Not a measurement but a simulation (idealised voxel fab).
The process module that follows is named voxel self aligned contacts.
FYI the section here is cut, 145 nm wide, cells are 5 nm squares.
Square cells in a grid make up a cross-section in this document, and the grid is given as bands, listed from the top down, each one or more rows of cells.
For a band, the entry starts with two heights in nm, that of the top and then that of the bottom, and carries on with the band's materials in order from left to right, each alongside its width in nm; the word "throughout" beside a single material means it fills the band edge to edge, and "empty" means empty space.
Height reference: 0 = level under which incoming wafer is all one material. Lowest band: no bottom, runs on downward, e.g. "from 0 down".
You'd read "30->40" like this: the band's top row of cells is as wide as the first number, its bottom row is as wide as the second, and going down, every row changes width by the same amount as the row before did.
"no alteration", as given for a step, is the statement that not any cell of the cross-section underwent a change during that step.
"Voids, fully enclosed" means: voids of 8 cells or more that are shut off from the top with no open way through. Written width x height at distance, distance from the left edge, in nm.
The remark found on a step's line after its settings is issued by the simulator itself and pertains to that step.
A step line may carry the setting "overlay nm", which, for steps involving a mask, states the distance by which the mask lay to the right of its intended position; negative values denote displacement to the left.

## Steps in the process plan
1: RECEIVE,material Si
2: CONFORMAL_DEP,material SiO2,thk nm 5
3: DIRECTIONAL_DEP,material polySi,thk nm 30
4: DIRECTIONAL_DEP,material SiN,thk nm 20
5: DIRECTIONAL_DEP,material aC,thk nm 15
6: PATTERN,tone cover,mask id GATE,material resist,width nm 30,pitch nm 55,thk nm 30,overlay nm 0
7: DIRECTIONAL_ETCH,etch materials aC,depth nm 15
8: STRIP,etch materials resist
9: DIRECTIONAL_ETCH,etch materials SiN,depth nm 20
10: DIRECTIONAL_ETCH,etch materials polySi,depth nm 30
11: STRIP,etch materials aC
12: CONFORMAL_DEP,material SiN,thk nm 5
13: DIRECTIONAL_ETCH,etch materials SiN,depth nm 5
14: FILL_DEP,material SiO2,thk nm 10
15: CMP,height nm 60
16: MASKED_ETCH,tone open,mask id CONTACT,width nm 35,etch materials SiO2,depth nm 60,overlay nm 0
17: CONFORMAL_DEP,material TiN,thk nm 5
18: FILL_DEP,material W,thk nm 10
19: CMP,height nm 60
20: CONFORMAL_DEP,material SiN,thk nm 5

## First wafer, two in total, run as planned

## Shown in cross-section is the wafer as received, that is, as it stands after step 1
* from 0 down  Si throughout
* Voids, fully enclosed: none

## Once step 2 is through, the wafer looks like this in cross-section
* from 5 to 0  SiO2 throughout
* Whatever lies below 0 is exactly as it was before.

## Once step 3 is through, the wafer looks like this in cross-section
* from 35 to 5  polySi throughout
* Whatever lies below 5 is exactly as it was before.

## Once step 4 is through, the wafer looks like this in cross-section
* from 55 to 35  SiN throughout
* Whatever lies below 35 is exactly as it was before.

## Once step 5 is through, the wafer looks like this in cross-section
* from 70 to 55  aC throughout
* Whatever lies below 55 is exactly as it was before.

## Once step 6 is through, the wafer looks like this in cross-section
* from 100 to 70  empty=30; resist=30; empty=25; resist=30; empty=30
* Whatever lies below 70 is exactly as it was before.

## Once step 7 is through, the wafer looks like this in cross-section
* from 85 to 70  empty=30; resist=30; empty=25; resist=30; empty=30
* from 70 to 55  empty=30; aC=30; empty=25; aC=30; empty=30
* Whatever lies below 55 is exactly as it was before.

## Once step 8 is through, the wafer looks like this in cross-section
* from 70 to 55  empty=30; aC=30; empty=25; aC=30; empty=30
* Whatever lies below 55 is exactly as it was before.

## Once step 9 is through, the wafer looks like this in cross-section
* from 70 to 55  empty=30; aC=30; empty=25; aC=30; empty=30
* from 55 to 35  empty=30; SiN=30; empty=25; SiN=30; empty=30
* Whatever lies below 35 is exactly as it was before.

## Once step 10 is through, the wafer looks like this in cross-section
* from 70 to 55  empty=30; aC=30; empty=25; aC=30; empty=30
* from 55 to 35  empty=30; SiN=30; empty=25; SiN=30; empty=30
* from 35 to 5  empty=30; polySi=30; empty=25; polySi=30; empty=30
* Whatever lies below 5 is exactly as it was before.

## Once step 11 is through, the wafer looks like this in cross-section
* from 55 to 35  empty=30; SiN=30; empty=25; SiN=30; empty=30
* Whatever lies below 35 is exactly as it was before.

## Once step 12 is through, the wafer looks like this in cross-section
* from 60 to 35  empty=25; SiN=40; empty=15; SiN=40; empty=25
* from 35 to 10  empty=25; SiN=5; polySi=30; SiN=5; empty=15; SiN=5; polySi=30; SiN=5; empty=25
* from 10 to 5  SiN=30; polySi=30; SiN=25; polySi=30; SiN=30
* Whatever lies below 5 is exactly as it was before.

## Once step 13 is through, the wafer looks like this in cross-section
* from 55 to 35  empty=25; SiN=40; empty=15; SiN=40; empty=25
* from 35 to 5  empty=25; SiN=5; polySi=30; SiN=5; empty=15; SiN=5; polySi=30; SiN=5; empty=25
* Whatever lies below 5 is exactly as it was before.

## Once step 14 is through, the wafer looks like this in cross-section
* from 65 to 55  SiO2 throughout
* from 55 to 35  SiO2=25; SiN=40; SiO2=15; SiN=40; SiO2=25
* from 35 to 5  SiO2=25; SiN=5; polySi=30; SiN=5; SiO2=15; SiN=5; polySi=30; SiN=5; SiO2=25
* Whatever lies below 5 is exactly as it was before.

## Once step 15 is through, the wafer looks like this in cross-section
* from 60 to 55  SiO2 throughout
* Whatever lies below 55 is exactly as it was before.

## Once step 16 is through, the wafer looks like this in cross-section
* from 60 to 55  SiO2=55; empty=35; SiO2=55
* from 55 to 35  SiO2=25; SiN=40; empty=15; SiN=40; SiO2=25
* from 35 to 5  SiO2=25; SiN=5; polySi=30; SiN=5; empty=15; SiN=5; polySi=30; SiN=5; SiO2=25
* from 5 to 0  SiO2=65; empty=15; SiO2=65
* Whatever lies below 0 is exactly as it was before.

## Once step 17 is through, the wafer looks like this in cross-section
* from 65 to 60  TiN=60; empty=25; TiN=60
* from 60 to 55  SiO2=55; TiN=15; empty=5; TiN=15; SiO2=55
* from 55 to 35  SiO2=25; SiN=40; TiN=5; empty=5; TiN=5; SiN=40; SiO2=25
* from 35 to 5  SiO2=25; SiN=5; polySi=30; SiN=5; TiN=5; empty=5; TiN=5; SiN=5; polySi=30; SiN=5; SiO2=25
* from 5 to 0  SiO2=65; TiN=15; SiO2=65
* Whatever lies below 0 is exactly as it was before.

## Once step 18 is through, the wafer looks like this in cross-section
* from 75 to 65  W throughout
* from 65 to 60  TiN=60; W=25; TiN=60
* from 60 to 55  SiO2=55; TiN=15; W=5; TiN=15; SiO2=55
* from 55 to 35  SiO2=25; SiN=40; TiN=5; W=5; TiN=5; SiN=40; SiO2=25
* from 35 to 5  SiO2=25; SiN=5; polySi=30; SiN=5; TiN=5; W=5; TiN=5; SiN=5; polySi=30; SiN=5; SiO2=25
* Whatever lies below 5 is exactly as it was before.

## Once step 19 is through, the wafer looks like this in cross-section
* from 60 to 55  SiO2=55; TiN=15; W=5; TiN=15; SiO2=55
* Whatever lies below 55 is exactly as it was before.

## Once step 20 is through, the wafer looks like this in cross-section
* from 65 to 60  SiN throughout
* Whatever lies below 60 is exactly as it was before.

## Wafer two: like wafer one in start and plan, but with one mistake in execution; identical up to and including step 11

## Cross-section, second wafer, at the end time the plan gives for step 12
* from 50 to 35  empty=30; SiN=30; empty=25; SiN=30; empty=30
* Whatever lies below 35 is exactly as it was before.

## Cross-section, second wafer, at the end time the plan gives for step 13
* from 55 to 35  empty=25; SiN=40; empty=15; SiN=40; empty=25
* from 35 to 10  empty=25; SiN=5; polySi=30; SiN=5; empty=15; SiN=5; polySi=30; SiN=5; empty=25
* from 10 to 5  SiN=30; polySi=30; SiN=25; polySi=30; SiN=30
* Whatever lies below 5 is exactly as it was before.

## Cross-section, second wafer, at the end time the plan gives for step 14
* from 65 to 55  SiO2 throughout
* from 55 to 35  SiO2=25; SiN=40; SiO2=15; SiN=40; SiO2=25
* from 35 to 10  SiO2=25; SiN=5; polySi=30; SiN=5; SiO2=15; SiN=5; polySi=30; SiN=5; SiO2=25
* Whatever lies below 10 is exactly as it was before.

## Cross-section, second wafer, at the end time the plan gives for step 15
* from 60 to 55  SiO2 throughout
* Whatever lies below 55 is exactly as it was before.

## Cross-section, second wafer, at the end time the plan gives for step 16
* from 60 to 55  SiO2=55; empty=35; SiO2=55
* from 55 to 35  SiO2=25; SiN=40; empty=15; SiN=40; SiO2=25
* from 35 to 10  SiO2=25; SiN=5; polySi=30; SiN=5; empty=15; SiN=5; polySi=30; SiN=5; SiO2=25
* Whatever lies below 10 is exactly as it was before.

## Cross-section, second wafer, at the end time the plan gives for step 17
* from 65 to 60  TiN=60; empty=25; TiN=60
* from 60 to 55  SiO2=55; TiN=15; empty=5; TiN=15; SiO2=55
* from 55 to 35  SiO2=25; SiN=40; TiN=5; empty=5; TiN=5; SiN=40; SiO2=25
* from 35 to 15  SiO2=25; SiN=5; polySi=30; SiN=5; TiN=5; empty=5; TiN=5; SiN=5; polySi=30; SiN=5; SiO2=25
* from 15 to 10  SiO2=25; SiN=5; polySi=30; SiN=5; TiN=15; SiN=5; polySi=30; SiN=5; SiO2=25
* Whatever lies below 10 is exactly as it was before.

## Cross-section, second wafer, at the end time the plan gives for step 18
* from 75 to 65  W throughout
* from 65 to 60  TiN=60; W=25; TiN=60
* from 60 to 55  SiO2=55; TiN=15; W=5; TiN=15; SiO2=55
* from 55 to 35  SiO2=25; SiN=40; TiN=5; W=5; TiN=5; SiN=40; SiO2=25
* from 35 to 15  SiO2=25; SiN=5; polySi=30; SiN=5; TiN=5; W=5; TiN=5; SiN=5; polySi=30; SiN=5; SiO2=25
* Whatever lies below 15 is exactly as it was before.

## Cross-section, second wafer, at the end time the plan gives for step 19
* from 60 to 55  SiO2=55; TiN=15; W=5; TiN=15; SiO2=55
* Whatever lies below 55 is exactly as it was before.

## Cross-section, second wafer, at the end time the plan gives for step 20
* from 65 to 60  SiN throughout
* Whatever lies below 60 is exactly as it was before.
Processing error: swap of plan steps 12 and 13 during execution
In the final state, the cell counts of the second wafer exceed or fall short of those of the first for the following materials: SiN +13; SiO2 -7; TiN -4; W -2
